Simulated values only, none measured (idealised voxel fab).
A process module follows: voxel wiring stack.
Cross-sectional view cut (width: 250 nm; square cell size: 5 nm).
A cross-section is written here as square cells arranged in a grid, and it is given in bands from the top down, each band taking up one or more rows of cells.
Per band: top height and bottom height in nm, followed by the left-to-right materials and their widths in nm; "full width" marks a single material spanning edge to edge, "blank" marks empty space.
Height datum 0, below which the as-received substrate wafer is one material. Lowest band open at the bottom, running downward: "0 nm and below".
Graded width ("30..40"): value in top row of band = first number; value in bottom row = second number; row-to-row change constant.
Basically "all unchanged" means that step didn't change any cell in the cross-section.
Entry "Closed void table". Content: empty spaces with no open connection to the top, size 8 cells or greater. Each: width x height at distance. Distance: from left edge. Unit: nm.
On a step's line, text after the settings is the simulator commenting on that step.
Regarding "overlay nm": on a step with a mask, it is the distance the mask lay to the right of its planned place; a negative value places it to the left.
Reading guide: pairs of cross-sections, before and after one process step; after view cut off at lowest changed band; step and settings listed under each pair. Pairs may stem from different runs of this module on the same starting wafer; continuity with the pair above only where the "Geometry before processing" entry states it.

Geometry before processing
140 nm to 120 nm: blank 60 nm / resist 20 nm / blank 15 nm / resist 20 nm / blank 15 nm / resist 20 nm / blank 15 nm / resist 20 nm / blank 65 nm
120 nm to 95 nm: W full width
95 nm to 90 nm: TiN full width
90 nm to 75 nm: lowk 60 nm / TiN 5 nm / Ru 5 nm / TiN 5 nm / lowk 20 nm / TiN 5 nm / Ru 5 nm / TiN 5 nm / lowk 20 nm / TiN 5 nm / Ru 5 nm / TiN 5 nm / lowk 20 nm / TiN 5 nm / Ru 5 nm / TiN 5 nm / lowk 70 nm
75 nm to 70 nm: SiCN 60 nm / TiN 15 nm / SiCN 20 nm / TiN 15 nm / SiCN 20 nm / TiN 15 nm / SiCN 20 nm / TiN 15 nm / SiCN 70 nm
70 nm to 65 nm: lowk 55 nm / SiCN 30 nm / lowk 5 nm / SiCN 30 nm / lowk 5 nm / SiCN 30 nm / lowk 5 nm / SiCN 30 nm / lowk 60 nm
65 nm to 55 nm: lowk 55 nm / SiCN 5 nm / W 20 nm / SiCN 5 nm / lowk 5 nm / SiCN 5 nm / W 20 nm / SiCN 5 nm / lowk 5 nm / SiCN 5 nm / W 20 nm / SiCN 5 nm / lowk 5 nm / SiCN 5 nm / W 20 nm / SiCN 5 nm / lowk 60 nm
55 nm to 50 nm: SiCN 60 nm / W 20 nm / SiCN 15 nm / W 20 nm / SiCN 15 nm / W 20 nm / SiCN 15 nm / W 20 nm / SiCN 65 nm
50 nm to 40 nm: lowk 60 nm / Ru 15 nm / lowk 55 nm / Ru 15 nm / lowk 105 nm
40 nm to 35 nm: SiCN 60 nm / Ru 15 nm / SiCN 55 nm / Ru 15 nm / SiCN 105 nm
35 nm to 30 nm: SiCN 55 nm / Ru 30 nm / SiCN 5 nm / Ru 30 nm / SiCN 5 nm / Ru 30 nm / SiCN 5 nm / Ru 30 nm / SiCN 60 nm
30 nm to 15 nm: lowk 60 nm / TiN 5 nm / Ru 10 nm / TiN 5 nm / lowk 15 nm / TiN 5 nm / Ru 10 nm / TiN 5 nm / lowk 15 nm / TiN 5 nm / Ru 10 nm / TiN 5 nm / lowk 15 nm / TiN 5 nm / Ru 10 nm / TiN 5 nm / lowk 65 nm
15 nm to 10 nm: SiN 60 nm / TiN 20 nm / SiN 15 nm / TiN 20 nm / SiN 15 nm / TiN 20 nm / SiN 15 nm / TiN 20 nm / SiN 65 nm
10 nm to 0 nm: SiO2 full width
0 nm and below: Si full width
Closed void table: none

Result of Step
140 nm to 120 nm: blank 60 nm / resist 20 nm / blank 15 nm / resist 20 nm / blank 15 nm / resist 20 nm / blank 15 nm / resist 20 nm / blank 65 nm
120 nm to 95 nm: blank 60 nm / W 20 nm / blank 15 nm / W 20 nm / blank 15 nm / W 20 nm / blank 15 nm / W 20 nm / blank 65 nm
Anything lower than 95 is untouched.
Closed void table: none
Intermediate step for the cross-sections above: DIRECTIONAL_ETCH [etch materials W] [depth nm 25]

Geometry before processing: the cross-section after the pair above

Result of Step
140 nm to 120 nm: blank 60 nm / resist 20 nm / blank 15 nm / resist 20 nm / blank 15 nm / resist 20 nm / blank 15 nm / resist 20 nm / blank 65 nm
120 nm to 95 nm: blank 60 nm / W 20 nm / blank 15 nm / W 20 nm / blank 15 nm / W 20 nm / blank 15 nm / W 20 nm / blank 65 nm
95 nm to 90 nm: blank 60 nm / TiN 20 nm / blank 15 nm / TiN 20 nm / blank 15 nm / TiN 20 nm / blank 15 nm / TiN 20 nm / blank 65 nm
Anything lower than 90 is untouched.
Closed void table: none
Intermediate step for the cross-sections above: DIRECTIONAL_ETCH [etch materials TiN] [depth nm 5]

Geometry before processing: the cross-section after the pair above

Result of Step
120 nm to 95 nm: blank 60 nm / W 20 nm / blank 15 nm / W 20 nm / blank 15 nm / W 20 nm / blank 15 nm / W 20 nm / blank 65 nm
Anything lower than 95 is untouched.
Closed void table: none
Intermediate step for the cross-sections above: STRIP [etch materials resist]

Geometry before processing: the cross-section after the pair above

Result of Step
130 nm to 120 nm: SiO2 full width
120 nm to 95 nm: SiO2 60 nm / W 20 nm / SiO2 15 nm / W 20 nm / SiO2 15 nm / W 20 nm / SiO2 15 nm / W 20 nm / SiO2 65 nm
95 nm to 90 nm: SiO2 60 nm / TiN 20 nm / SiO2 15 nm / TiN 20 nm / SiO2 15 nm / TiN 20 nm / SiO2 15 nm / TiN 20 nm / SiO2 65 nm
Anything lower than 90 is untouched.
Closed void table: none
Intermediate step for the cross-sections above: FILL_DEP [material SiO2] [thk nm 10]

Geometry before processing: the cross-section after the pair above

Result of Step
120 nm to 95 nm: SiO2 60 nm / W 20 nm / SiO2 15 nm / W 20 nm / SiO2 15 nm / W 20 nm / SiO2 15 nm / W 20 nm / SiO2 65 nm
Anything lower than 95 is untouched.
Closed void table: none
Intermediate step for the cross-sections above: CMP [height nm 120]

Geometry before processing: the cross-section after the pair above

Result of Step
125 nm to 120 nm: SiCN full width
Anything lower than 120 is untouched.
Closed void table: none
Intermediate step for the cross-sections above: CONFORMAL_DEP [material SiCN] [thk nm 5]

Geometry before processing
50 nm to 45 nm: lowk 60 nm / blank 15 nm / lowk 55 nm / blank 15 nm / lowk 105 nm
45 nm to 40 nm: lowk 60 nm / Ru 15 nm / lowk 55 nm / Ru 15 nm / lowk 105 nm
40 nm to 35 nm: SiCN 60 nm / Ru 15 nm / SiCN 55 nm / Ru 15 nm / SiCN 105 nm
35 nm to 30 nm: SiCN 55 nm / Ru 30 nm / SiCN 5 nm / Ru 30 nm / SiCN 5 nm / Ru 30 nm / SiCN 5 nm / Ru 30 nm / SiCN 60 nm
30 nm to 15 nm: lowk 60 nm / TiN 5 nm / Ru 10 nm / TiN 5 nm / lowk 15 nm / TiN 5 nm / Ru 10 nm / TiN 5 nm / lowk 15 nm / TiN 5 nm / Ru 10 nm / TiN 5 nm / lowk 15 nm / TiN 5 nm / Ru 10 nm / TiN 5 nm / lowk 65 nm
15 nm to 10 nm: SiN 60 nm / TiN 20 nm / SiN 15 nm / TiN 20 nm / SiN 15 nm / TiN 20 nm / SiN 15 nm / TiN 20 nm / SiN 65 nm
10 nm to 0 nm: SiO2 full width
0 nm and below: Si full width
Closed void table: none

Result of Step
55 nm to 50 nm: blank 55 nm / Ru 25 nm / blank 45 nm / Ru 25 nm / blank 100 nm
50 nm to 40 nm: lowk 60 nm / Ru 15 nm / lowk 55 nm / Ru 15 nm / lowk 105 nm
Anything lower than 40 is untouched.
Closed void table: none
Intermediate step for the cross-sections above: EPI [material Ru] [thk nm 10]

Geometry before processing: the cross-section after the pair above

Result of Step
60 nm to 50 nm: blank 50 nm / Ru 35 nm / blank 35 nm / Ru 35 nm / blank 95 nm
Anything lower than 50 is untouched.
Closed void table: none
Intermediate step for the cross-sections above: EPI [material Ru] [thk nm 5]

Geometry before processing: the cross-section after the pair above

Result of Step
65 nm to 60 nm: blank 50 nm / TiN 35 nm / blank 35 nm / TiN 35 nm / blank 95 nm
60 nm to 55 nm: blank 50 nm / Ru 35 nm / blank 35 nm / Ru 35 nm / blank 95 nm
55 nm to 50 nm: TiN 50 nm / Ru 35 nm / TiN 35 nm / Ru 35 nm / TiN 95 nm
Anything lower than 50 is untouched.
Closed void table: none
Intermediate step for the cross-sections above: DIRECTIONAL_DEP [material TiN] [thk nm 5]

Geometry before processing: the cross-section after the pair above

Result of Step
80 nm to 70 nm: blank 50 nm / W 35 nm / blank 35 nm / W 35 nm / blank 95 nm
70 nm to 65 nm: W full width
65 nm to 60 nm: W 50 nm / TiN 35 nm / W 35 nm / TiN 35 nm / W 95 nm
60 nm to 55 nm: W 50 nm / Ru 35 nm / W 35 nm / Ru 35 nm / W 95 nm
Anything lower than 55 is untouched.
Closed void table: none
Intermediate step for the cross-sections above: DIRECTIONAL_DEP [material W] [thk nm 15]

Geometry before processing: the cross-section after the pair above

Result of Step
80 nm to 70 nm: blank 60 nm / W 20 nm / blank 50 nm / W 20 nm / blank 100 nm
70 nm to 65 nm: blank 60 nm / W 20 nm / blank 15 nm / W 20 nm / blank 15 nm / W 20 nm / blank 15 nm / W 20 nm / blank 65 nm
65 nm to 60 nm: blank 50 nm / TiN 35 nm / blank 10 nm / W 20 nm / blank 5 nm / TiN 35 nm / blank 10 nm / W 20 nm / blank 65 nm
60 nm to 55 nm: blank 50 nm / Ru 35 nm / blank 10 nm / W 20 nm / blank 5 nm / Ru 35 nm / blank 10 nm / W 20 nm / blank 65 nm
Anything lower than 55 is untouched.
Closed void table: none
Intermediate step for the cross-sections above: MASKED_ETCH [tone cover] [mask id METAL_2] [width nm 20] [pitch nm 35] [etch materials W] [depth nm 15] [overlay nm 0]

Geometry before processing: the cross-section after the pair above

Result of Step
80 nm to 70 nm: blank 60 nm / W 20 nm / blank 50 nm / W 20 nm / blank 100 nm
70 nm to 65 nm: blank 60 nm / W 20 nm / blank 15 nm / W 20 nm / blank 15 nm / W 20 nm / blank 15 nm / W 20 nm / blank 65 nm
65 nm to 60 nm: blank 60 nm / TiN 20 nm / blank 15 nm / W 20 nm / blank 15 nm / TiN 20 nm / blank 15 nm / W 20 nm / blank 65 nm
60 nm to 55 nm: blank 50 nm / Ru 35 nm / blank 10 nm / W 20 nm / blank 5 nm / Ru 35 nm / blank 10 nm / W 20 nm / blank 65 nm
55 nm to 50 nm: blank 50 nm / Ru 35 nm / blank 10 nm / TiN 20 nm / blank 5 nm / Ru 35 nm / blank 10 nm / TiN 20 nm / blank 65 nm
Anything lower than 50 is untouched.
Closed void table: none
Intermediate step for the cross-sections above: MASKED_ETCH [tone cover] [mask id METAL_2] [width nm 20] [pitch nm 35] [etch materials TiN] [depth nm 5] [overlay nm 0]

Geometry before processing: the cross-section after the pair above

Result of Step
85 nm to 80 nm: blank 55 nm / SiCN 30 nm / blank 40 nm / SiCN 30 nm / blank 95 nm
80 nm to 75 nm: blank 55 nm / SiCN 5 nm / W 20 nm / SiCN 5 nm / blank 40 nm / SiCN 5 nm / W 20 nm / SiCN 5 nm / blank 95 nm
75 nm to 70 nm: blank 55 nm / SiCN 5 nm / W 20 nm / SiCN 5 nm / blank 5 nm / SiCN 30 nm / blank 5 nm / SiCN 5 nm / W 20 nm / SiCN 5 nm / blank 5 nm / SiCN 30 nm / blank 60 nm
70 nm to 65 nm: blank 55 nm / SiCN 5 nm / W 20 nm / SiCN 5 nm / blank 5 nm / SiCN 5 nm / W 20 nm / SiCN 5 nm / blank 5 nm / SiCN 5 nm / W 20 nm / SiCN 5 nm / blank 5 nm / SiCN 5 nm / W 20 nm / SiCN 5 nm / blank 60 nm
65 nm to 60 nm: blank 45 nm / SiCN 15 nm / TiN 20 nm / SiCN 15 nm / W 20 nm / SiCN 15 nm / TiN 20 nm / SiCN 15 nm / W 20 nm / SiCN 5 nm / blank 60 nm
60 nm to 55 nm: blank 45 nm / SiCN 5 nm / Ru 35 nm / SiCN 10 nm / W 20 nm / SiCN 5 nm / Ru 35 nm / SiCN 10 nm / W 20 nm / SiCN 5 nm / blank 60 nm
55 nm to 50 nm: SiCN 50 nm / Ru 35 nm / SiCN 10 nm / TiN 20 nm / SiCN 5 nm / Ru 35 nm / SiCN 10 nm / TiN 20 nm / SiCN 65 nm
Anything lower than 50 is untouched.
Closed void table: none
Intermediate step for the cross-sections above: CONFORMAL_DEP [material SiCN] [thk nm 5]

Geometry before processing: the cross-section after the pair above

Result of Step
95 nm to 85 nm: lowk full width
85 nm to 80 nm: lowk 55 nm / SiCN 30 nm / lowk 40 nm / SiCN 30 nm / lowk 95 nm
80 nm to 75 nm: lowk 55 nm / SiCN 5 nm / W 20 nm / SiCN 5 nm / lowk 40 nm / SiCN 5 nm / W 20 nm / SiCN 5 nm / lowk 95 nm
75 nm to 70 nm: lowk 55 nm / SiCN 5 nm / W 20 nm / SiCN 5 nm / lowk 5 nm / SiCN 30 nm / lowk 5 nm / SiCN 5 nm / W 20 nm / SiCN 5 nm / lowk 5 nm / SiCN 30 nm / lowk 60 nm
70 nm to 65 nm: lowk 55 nm / SiCN 5 nm / W 20 nm / SiCN 5 nm / lowk 5 nm / SiCN 5 nm / W 20 nm / SiCN 5 nm / lowk 5 nm / SiCN 5 nm / W 20 nm / SiCN 5 nm / lowk 5 nm / SiCN 5 nm / W 20 nm / SiCN 5 nm / lowk 60 nm
65 nm to 60 nm: lowk 45 nm / SiCN 15 nm / TiN 20 nm / SiCN 15 nm / W 20 nm / SiCN 15 nm / TiN 20 nm / SiCN 15 nm / W 20 nm / SiCN 5 nm / lowk 60 nm
60 nm to 55 nm: lowk 45 nm / SiCN 5 nm / Ru 35 nm / SiCN 10 nm / W 20 nm / SiCN 5 nm / Ru 35 nm / SiCN 10 nm / W 20 nm / SiCN 5 nm / lowk 60 nm
Anything lower than 55 is untouched.
Closed void table: none
Intermediate step for the cross-sections above: FILL_DEP [material lowk] [thk nm 10]

Geometry before processing: the cross-section after the pair above

Result of Step
70 nm to 65 nm: lowk 55 nm / SiCN 5 nm / W 20 nm / SiCN 5 nm / lowk 5 nm / SiCN 5 nm / W 20 nm / SiCN 5 nm / lowk 5 nm / SiCN 5 nm / W 20 nm / SiCN 5 nm / lowk 5 nm / SiCN 5 nm / W 20 nm / SiCN 5 nm / lowk 60 nm
Anything lower than 65 is untouched.
Closed void table: none
Intermediate step for the cross-sections above: CMP [height nm 70]

Geometry before processing: the cross-section after the pair above

Result of Step
75 nm to 70 nm: SiCN full width
Anything lower than 70 is untouched.
Closed void table: none
Intermediate step for the cross-sections above: CONFORMAL_DEP [material SiCN] [thk nm 5]

Geometry before processing: the cross-section after the pair above

Result of Step
90 nm to 75 nm: lowk full width
Anything lower than 75 is untouched.
Closed void table: none
Intermediate step for the cross-sections above: DIRECTIONAL_DEP [material lowk] [thk nm 15]

Geometry before processing: the cross-section after the pair above

Result of Step
110 nm to 90 nm: resist 60 nm / blank 15 nm / resist 20 nm / blank 15 nm / resist 20 nm / blank 15 nm / resist 20 nm / blank 15 nm / resist 70 nm
Anything lower than 90 is untouched.
Closed void table: none
Intermediate step for the cross-sections above: PATTERN [tone open] [mask id PLUG_2] [material resist] [width nm 15] [pitch nm 35] [thk nm 20] [overlay nm 0]

Geometry before processing: the cross-section after the pair above

Result of Step
110 nm to 90 nm: resist 60 nm / blank 15 nm / resist 20 nm / blank 15 nm / resist 20 nm / blank 15 nm / resist 20 nm / blank 15 nm / resist 70 nm
90 nm to 75 nm: lowk 60 nm / blank 15 nm / lowk 20 nm / blank 15 nm / lowk 20 nm / blank 15 nm / lowk 20 nm / blank 15 nm / lowk 70 nm
Anything lower than 75 is untouched.
Closed void table: none
Intermediate step for the cross-sections above: DIRECTIONAL_ETCH [etch materials lowk] [depth nm 15]

Geometry before processing: the cross-section after the pair above

Result of Step
110 nm to 90 nm: resist 60 nm / blank 15 nm / resist 20 nm / blank 15 nm / resist 20 nm / blank 15 nm / resist 20 nm / blank 15 nm / resist 70 nm
90 nm to 75 nm: lowk 60 nm / blank 15 nm / lowk 20 nm / blank 15 nm / lowk 20 nm / blank 15 nm / lowk 20 nm / blank 15 nm / lowk 70 nm
75 nm to 70 nm: SiCN 60 nm / blank 15 nm / SiCN 20 nm / blank 15 nm / SiCN 20 nm / blank 15 nm / SiCN 20 nm / blank 15 nm / SiCN 70 nm
Anything lower than 70 is untouched.
Closed void table: none
Intermediate step for the cross-sections above: DIRECTIONAL_ETCH [etch materials SiCN] [depth nm 5]

Geometry before processing: the cross-section after the pair above

Result of Step
90 nm to 75 nm: lowk 60 nm / blank 15 nm / lowk 20 nm / blank 15 nm / lowk 20 nm / blank 15 nm / lowk 20 nm / blank 15 nm / lowk 70 nm
Anything lower than 75 is untouched.
Closed void table: none
Intermediate step for the cross-sections above: STRIP [etch materials resist]

Geometry before processing: the cross-section after the pair above

Result of Step
95 nm to 90 nm: TiN 65 nm / blank 5 nm / TiN 30 nm / blank 5 nm / TiN 30 nm / blank 5 nm / TiN 30 nm / blank 5 nm / TiN 75 nm
90 nm to 75 nm: lowk 60 nm / TiN 5 nm / blank 5 nm / TiN 5 nm / lowk 20 nm / TiN 5 nm / blank 5 nm / TiN 5 nm / lowk 20 nm / TiN 5 nm / blank 5 nm / TiN 5 nm / lowk 20 nm / TiN 5 nm / blank 5 nm / TiN 5 nm / lowk 70 nm
75 nm to 70 nm: SiCN 60 nm / TiN 15 nm / SiCN 20 nm / TiN 15 nm / SiCN 20 nm / TiN 15 nm / SiCN 20 nm / TiN 15 nm / SiCN 70 nm
Anything lower than 70 is untouched.
Closed void table: none
Intermediate step for the cross-sections above: CONFORMAL_DEP [material TiN] [thk nm 5]

Geometry before processing: the cross-section after the pair above

Result of Step
105 nm to 95 nm: Ru full width
95 nm to 90 nm: TiN 65 nm / Ru 5 nm / TiN 30 nm / Ru 5 nm / TiN 30 nm / Ru 5 nm / TiN 30 nm / Ru 5 nm / TiN 75 nm
90 nm to 75 nm: lowk 60 nm / TiN 5 nm / Ru 5 nm / TiN 5 nm / lowk 20 nm / TiN 5 nm / Ru 5 nm / TiN 5 nm / lowk 20 nm / TiN 5 nm / Ru 5 nm / TiN 5 nm / lowk 20 nm / TiN 5 nm / Ru 5 nm / TiN 5 nm / lowk 70 nm
Anything lower than 75 is untouched.
Closed void table: none
Intermediate step for the cross-sections above: FILL_DEP [material Ru] [thk nm 10]

Geometry before processing: the cross-section after the pair above

Result of Step
90 nm to 75 nm: lowk 60 nm / TiN 5 nm / Ru 5 nm / TiN 5 nm / lowk 20 nm / TiN 5 nm / Ru 5 nm / TiN 5 nm / lowk 20 nm / TiN 5 nm / Ru 5 nm / TiN 5 nm / lowk 20 nm / TiN 5 nm / Ru 5 nm / TiN 5 nm / lowk 70 nm
Anything lower than 75 is untouched.
Closed void table: none
Intermediate step for the cross-sections above: CMP [height nm 90]

Geometry before processing: the cross-section after the pair above

Result of Step
95 nm to 90 nm: TiN full width
Anything lower than 90 is untouched.
Closed void table: none
Intermediate step for the cross-sections above: DIRECTIONAL_DEP [material TiN] [thk nm 5]

Geometry before processing: the cross-section after the pair above

Result of Step
120 nm to 95 nm: W full width
Anything lower than 95 is untouched.
Closed void table: none
Intermediate step for the cross-sections above: DIRECTIONAL_DEP [material W] [thk nm 25]

Geometry before processing: the cross-section after the pair above

Result of Step
140 nm to 120 nm: blank 60 nm / resist 20 nm / blank 15 nm / resist 20 nm / blank 15 nm / resist 20 nm / blank 15 nm / resist 20 nm / blank 65 nm
Anything lower than 120 is untouched.
Closed void table: none
Intermediate step for the cross-sections above: PATTERN [tone cover] [mask id METAL_3] [material resist] [width nm 20] [pitch nm 35] [thk nm 20] [overlay nm 0]

Geometry before processing: the cross-section after the pair above

Result of Step
140 nm to 120 nm: blank 60 nm / resist 20 nm / blank 15 nm / resist 20 nm / blank 15 nm / resist 20 nm / blank 15 nm / resist 20 nm / blank 65 nm
120 nm to 95 nm: blank 60 nm / W 20 nm / blank 15 nm / W 20 nm / blank 15 nm / W 20 nm / blank 15 nm / W 20 nm / blank 65 nm
Anything lower than 95 is untouched.
Closed void table: none
Intermediate step for the cross-sections above: DIRECTIONAL_ETCH [etch materials W] [depth nm 25]

Geometry before processing: the cross-section after the pair above

Result of Step
140 nm to 120 nm: blank 60 nm / resist 20 nm / blank 15 nm / resist 20 nm / blank 15 nm / resist 20 nm / blank 15 nm / resist 20 nm / blank 65 nm
120 nm to 95 nm: blank 60 nm / W 20 nm / blank 15 nm / W 20 nm / blank 15 nm / W 20 nm / blank 15 nm / W 20 nm / blank 65 nm
95 nm to 90 nm: blank 60 nm / TiN 20 nm / blank 15 nm / TiN 20 nm / blank 15 nm / TiN 20 nm / blank 15 nm / TiN 20 nm / blank 65 nm
Anything lower than 90 is untouched.
Closed void table: none
Intermediate step for the cross-sections above: DIRECTIONAL_ETCH [etch materials TiN] [depth nm 5]

Geometry before processing: the cross-section after the pair above

Result of Step
120 nm to 95 nm: blank 60 nm / W 20 nm / blank 15 nm / W 20 nm / blank 15 nm / W 20 nm / blank 15 nm / W 20 nm / blank 65 nm
Anything lower than 95 is untouched.
Closed void table: none
Intermediate step for the cross-sections above: STRIP [etch materials resist]

Geometry before processing: the cross-section after the pair above

Result of Step
130 nm to 120 nm: SiO2 full width
120 nm to 95 nm: SiO2 60 nm / W 20 nm / SiO2 15 nm / W 20 nm / SiO2 15 nm / W 20 nm / SiO2 15 nm / W 20 nm / SiO2 65 nm
95 nm to 90 nm: SiO2 60 nm / TiN 20 nm / SiO2 15 nm / TiN 20 nm / SiO2 15 nm / TiN 20 nm / SiO2 15 nm / TiN 20 nm / SiO2 65 nm
Anything lower than 90 is untouched.
Closed void table: none
Intermediate step for the cross-sections above: FILL_DEP [material SiO2] [thk nm 10]

Geometry before processing: the cross-section after the pair above

Result of Step
120 nm to 95 nm: SiO2 60 nm / W 20 nm / SiO2 15 nm / W 20 nm / SiO2 15 nm / W 20 nm / SiO2 15 nm / W 20 nm / SiO2 65 nm
Anything lower than 95 is untouched.
Closed void table: none
Intermediate step for the cross-sections above: CMP [height nm 120]

Geometry before processing: the cross-section after the pair above

Result of Step
125 nm to 120 nm: SiCN full width
Anything lower than 120 is untouched.
Closed void table: none
Intermediate step for the cross-sections above: CONFORMAL_DEP [material SiCN] [thk nm 5]

Geometry before processing
35 nm to 30 nm: blank 55 nm / Ru 30 nm / blank 5 nm / Ru 30 nm / blank 5 nm / Ru 30 nm / blank 5 nm / Ru 30 nm / blank 60 nm
30 nm to 15 nm: lowk 60 nm / TiN 5 nm / Ru 10 nm / TiN 5 nm / lowk 15 nm / TiN 5 nm / Ru 10 nm / TiN 5 nm / lowk 15 nm / TiN 5 nm / Ru 10 nm / TiN 5 nm / lowk 15 nm / TiN 5 nm / Ru 10 nm / TiN 5 nm / lowk 65 nm
15 nm to 10 nm: SiN 60 nm / TiN 20 nm / SiN 15 nm / TiN 20 nm / SiN 15 nm / TiN 20 nm / SiN 15 nm / TiN 20 nm / SiN 65 nm
10 nm to 0 nm: SiO2 full width
0 nm and below: Si full width
Closed void table: none

Result of Step
45 nm to 40 nm: blank 55 nm / lowk 30 nm / blank 5 nm / lowk 30 nm / blank 5 nm / lowk 30 nm / blank 5 nm / lowk 30 nm / blank 60 nm
40 nm to 35 nm: lowk full width
35 nm to 30 nm: lowk 55 nm / Ru 30 nm / lowk 5 nm / Ru 30 nm / lowk 5 nm / Ru 30 nm / lowk 5 nm / Ru 30 nm / lowk 60 nm
Anything lower than 30 is untouched.
Closed void table: none
Intermediate step for the cross-sections above: DIRECTIONAL_DEP [material lowk] [thk nm 10]

Geometry before processing: the cross-section after the pair above

Result of Step
50 nm to 45 nm: SiCN full width
45 nm to 40 nm: SiCN 55 nm / lowk 30 nm / SiCN 5 nm / lowk 30 nm / SiCN 5 nm / lowk 30 nm / SiCN 5 nm / lowk 30 nm / SiCN 60 nm
Anything lower than 40 is untouched.
Closed void table: none
Intermediate step for the cross-sections above: FILL_DEP [material SiCN] [thk nm 5]

Geometry before processing: the cross-section after the pair above

Result of Step
65 nm to 50 nm: aC full width
Anything lower than 50 is untouched.
Closed void table: none
Intermediate step for the cross-sections above: DIRECTIONAL_DEP [material aC] [thk nm 15]

Geometry before processing: the cross-section after the pair above

Result of Step
95 nm to 65 nm: resist 60 nm / blank 15 nm / resist 55 nm / blank 15 nm / resist 105 nm
Anything lower than 65 is untouched.
Closed void table: none
Intermediate step for the cross-sections above: PATTERN [tone open] [mask id PLUG_1] [material resist] [width nm 15] [pitch nm 70] [thk nm 30] [overlay nm 0]

Geometry before processing: the cross-section after the pair above

Result of Step
80 nm to 65 nm: resist 60 nm / blank 15 nm / resist 55 nm / blank 15 nm / resist 105 nm
65 nm to 50 nm: aC 60 nm / blank 15 nm / aC 55 nm / blank 15 nm / aC 105 nm
Anything lower than 50 is untouched.
Closed void table: none
Intermediate step for the cross-sections above: DIRECTIONAL_ETCH [etch materials aC] [depth nm 15]

Geometry before processing: the cross-section after the pair above

Result of Step
65 nm to 50 nm: aC 60 nm / blank 15 nm / aC 55 nm / blank 15 nm / aC 105 nm
Anything lower than 50 is untouched.
Closed void table: none
Intermediate step for the cross-sections above: STRIP [etch materials resist]

Geometry before processing: the cross-section after the pair above

Result of Step
65 nm to 50 nm: aC 60 nm / blank 15 nm / aC 55 nm / blank 15 nm / aC 105 nm
50 nm to 45 nm: SiCN 60 nm / blank 15 nm / SiCN 55 nm / blank 15 nm / SiCN 105 nm
Anything lower than 45 is untouched.
Closed void table: none
Intermediate step for the cross-sections above: DIRECTIONAL_ETCH [etch materials SiCN] [depth nm 5]

Geometry before processing: the cross-section after the pair above

Result of Step
50 nm to 45 nm: SiCN 60 nm / blank 15 nm / SiCN 55 nm / blank 15 nm / SiCN 105 nm
Anything lower than 45 is untouched.
Closed void table: none
Intermediate step for the cross-sections above: STRIP [etch materials aC]

Geometry before processing: the cross-section after the pair above

Result of Step
55 nm to 50 nm: TiN 60 nm / blank 15 nm / TiN 55 nm / blank 15 nm / TiN 105 nm
50 nm to 45 nm: SiCN 60 nm / TiN 15 nm / SiCN 55 nm / TiN 15 nm / SiCN 105 nm
Anything lower than 45 is untouched.
Closed void table: none
Intermediate step for the cross-sections above: DIRECTIONAL_DEP [material TiN] [thk nm 5]

Geometry before processing: the cross-section after the pair above

Result of Step
70 nm to 65 nm: W 60 nm / blank 15 nm / W 55 nm / blank 15 nm / W 105 nm
65 nm to 55 nm: W full width
55 nm to 50 nm: TiN 60 nm / W 15 nm / TiN 55 nm / W 15 nm / TiN 105 nm
Anything lower than 50 is untouched.
Closed void table: none
Intermediate step for the cross-sections above: DIRECTIONAL_DEP [material W] [thk nm 15]

Geometry before processing: the cross-section after the pair above

Result of Step
70 nm to 65 nm: blank 75 nm / W 5 nm / blank 15 nm / W 20 nm / blank 30 nm / W 5 nm / blank 15 nm / W 20 nm / blank 65 nm
65 nm to 55 nm: blank 60 nm / W 20 nm / blank 15 nm / W 20 nm / blank 15 nm / W 20 nm / blank 15 nm / W 20 nm / blank 65 nm
Anything lower than 55 is untouched.
Closed void table: none
Intermediate step for the cross-sections above: MASKED_ETCH [tone cover] [mask id METAL_2] [width nm 20] [pitch nm 35] [etch materials W] [depth nm 15] [overlay nm 0]

Geometry before processing: the cross-section after the pair above

Result of Step
70 nm to 65 nm: blank 75 nm / W 5 nm / blank 15 nm / W 20 nm / blank 30 nm / W 5 nm / blank 15 nm / W 20 nm / blank 65 nm
65 nm to 55 nm: blank 60 nm / W 20 nm / blank 15 nm / W 20 nm / blank 15 nm / W 20 nm / blank 15 nm / W 20 nm / blank 65 nm
55 nm to 50 nm: blank 60 nm / W 15 nm / TiN 5 nm / blank 15 nm / TiN 20 nm / blank 15 nm / W 15 nm / TiN 5 nm / blank 15 nm / TiN 20 nm / blank 65 nm
Anything lower than 50 is untouched.
Closed void table: none
Intermediate step for the cross-sections above: MASKED_ETCH [tone cover] [mask id METAL_2] [width nm 20] [pitch nm 35] [etch materials TiN] [depth nm 5] [overlay nm 0]

Geometry before processing: the cross-section after the pair above

Result of Step
75 nm to 70 nm: blank 70 nm / SiCN 15 nm / blank 5 nm / SiCN 30 nm / blank 20 nm / SiCN 15 nm / blank 5 nm / SiCN 30 nm / blank 60 nm
70 nm to 65 nm: blank 55 nm / SiCN 20 nm / W 5 nm / SiCN 5 nm / blank 5 nm / SiCN 5 nm / W 20 nm / SiCN 5 nm / blank 5 nm / SiCN 20 nm / W 5 nm / SiCN 5 nm / blank 5 nm / SiCN 5 nm / W 20 nm / SiCN 5 nm / blank 60 nm
65 nm to 55 nm: blank 55 nm / SiCN 5 nm / W 20 nm / SiCN 5 nm / blank 5 nm / SiCN 5 nm / W 20 nm / SiCN 5 nm / blank 5 nm / SiCN 5 nm / W 20 nm / SiCN 5 nm / blank 5 nm / SiCN 5 nm / W 20 nm / SiCN 5 nm / blank 60 nm
55 nm to 50 nm: SiCN 60 nm / W 15 nm / TiN 5 nm / SiCN 15 nm / TiN 20 nm / SiCN 15 nm / W 15 nm / TiN 5 nm / SiCN 15 nm / TiN 20 nm / SiCN 65 nm
Anything lower than 50 is untouched.
Closed void table: none
Intermediate step for the cross-sections above: CONFORMAL_DEP [material SiCN] [thk nm 5]

Geometry before processing: the cross-section after the pair above

Result of Step
85 nm to 75 nm: lowk full width
75 nm to 70 nm: lowk 70 nm / SiCN 15 nm / lowk 5 nm / SiCN 30 nm / lowk 20 nm / SiCN 15 nm / lowk 5 nm / SiCN 30 nm / lowk 60 nm
70 nm to 65 nm: lowk 55 nm / SiCN 20 nm / W 5 nm / SiCN 5 nm / lowk 5 nm / SiCN 5 nm / W 20 nm / SiCN 5 nm / lowk 5 nm / SiCN 20 nm / W 5 nm / SiCN 5 nm / lowk 5 nm / SiCN 5 nm / W 20 nm / SiCN 5 nm / lowk 60 nm
65 nm to 55 nm: lowk 55 nm / SiCN 5 nm / W 20 nm / SiCN 5 nm / lowk 5 nm / SiCN 5 nm / W 20 nm / SiCN 5 nm / lowk 5 nm / SiCN 5 nm / W 20 nm / SiCN 5 nm / lowk 5 nm / SiCN 5 nm / W 20 nm / SiCN 5 nm / lowk 60 nm
Anything lower than 55 is untouched.
Closed void table: none
Intermediate step for the cross-sections above: FILL_DEP [material lowk] [thk nm 10]
